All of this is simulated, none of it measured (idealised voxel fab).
The following process module bears the name voxel self aligned vias.
Shown is cross-section cut, with a width of 145 nm and square cells of size 5 nm.
How to read a cross-section here: the picture is a grid of square cells, written as bands going from the top down, and any band can span one or more rows of cells.
Look at the band entry: it leads with the top's height and the bottom's height in nm. Then it lists the materials left to right, with a width in nm for each. The word "all across" on a single material says that material fills the band edge to edge. The word "empty" is empty space.
The reference from which all heights are counted is 0, the level beneath which the as-received wafer is entirely one material; the lowest band, having no lower bound, proceeds downward and is written after the example "from 0 down".
Note: "30->40" means the width goes from the first number (top row of the band) to the second number (bottom row) in equal steps per row of cells.
"nothing was modified" for a step: no cell of the cross-section changed in that step.
"Fully enclosed voids" - sealed voids, min. 8 cells, no opening to top; format: width x height at distance (distance from left edge; nm throughout).
On a step's line, text after the settings is the simulator commenting on that step.
The line of a step may include "overlay nm". On a step with a mask, this value is how far to the right of its planned place the mask lay. A negative value means the mask lay to the left.
PLANNED PROCESS STEPS
- 1: RECEIVE with material Si
- 2: CONFORMAL_DEP with material SiO2, thk nm 10
- 3: CONFORMAL_DEP with material SiCN, thk nm 5
- 4: DIRECTIONAL_DEP with material SiO2, thk nm 30
- 5: DIRECTIONAL_DEP with material aC, thk nm 10
- 6: PATTERN with tone open, mask id LINES, material resist, width nm 30, pitch nm 65, thk nm 25, overlay nm 0
- 7: DIRECTIONAL_ETCH with etch materials aC, depth nm 10
- 8: STRIP with etch materials resist
- 9: DIRECTIONAL_ETCH with etch materials SiO2, depth nm 30
- 10: STRIP with etch materials aC
- 11: CONFORMAL_DEP with material TiN, thk nm 5
- 12: FILL_DEP with material W, thk nm 5
- 13: CMP with height nm 45
- 14: SELECTIVE_ETCH with etch materials W Ru TiN, depth nm 10
- 15: FILL_DEP with material SiN, thk nm 10
- 16: CMP with height nm 45
- 17: DIRECTIONAL_DEP with material SiO2, thk nm 20
- 18: MASKED_ETCH with tone open, mask id VIAS, width nm 50, etch materials SiO2, depth nm 20, overlay nm 0
- 19: MASKED_ETCH with tone open, mask id VIAS, width nm 50, etch materials SiN, depth nm 10, overlay nm 0
- 20: CONFORMAL_DEP with material TiN, thk nm 5
- 21: FILL_DEP with material Cu, thk nm 10
- 22: CMP with height nm 65
- 23: CONFORMAL_DEP with material SiCN, thk nm 5
The plan's step 19 overlay nm is the first wafer's value; the wafers differ in this setting and start identical.
CROSS-SECTIONAL VIEW OF THE FIRST OF SEVERAL WAFERS IN THE AS-RECEIVED CONDITION, CORRESPONDING TO THE STATE FOLLOWING STEP 1
    from 0 down | Si all across
    Fully enclosed voids: none
BELOW, A ROW FOR EVERY WAFER. READ IT AS THE END-OF-MODULE PICTURE: FOR EACH MATERIAL THE WAFER SHOWS ITS CELLS GAINED (+) OR LOST (-) SINCE IT WAS RECEIVED, AND THEN ITS CLOSED VOIDS
overlay nm 0, +32 Cu, +58 SiCN, +12 SiN, +236 SiO2, +44 TiN, +24 W, Fully enclosed voids: none
overlay nm 5, +32 Cu, +58 SiCN, +12 SiN, +236 SiO2, +44 TiN, +24 W, Fully enclosed voids: none
overlay nm 10, +32 Cu, +58 SiCN, +12 SiN, +236 SiO2, +44 TiN, +24 W, Fully enclosed voids: none
overlay nm 15, +30 Cu, +58 SiCN, +14 SiN, +236 SiO2, +44 TiN, +24 W, Fully enclosed voids: none
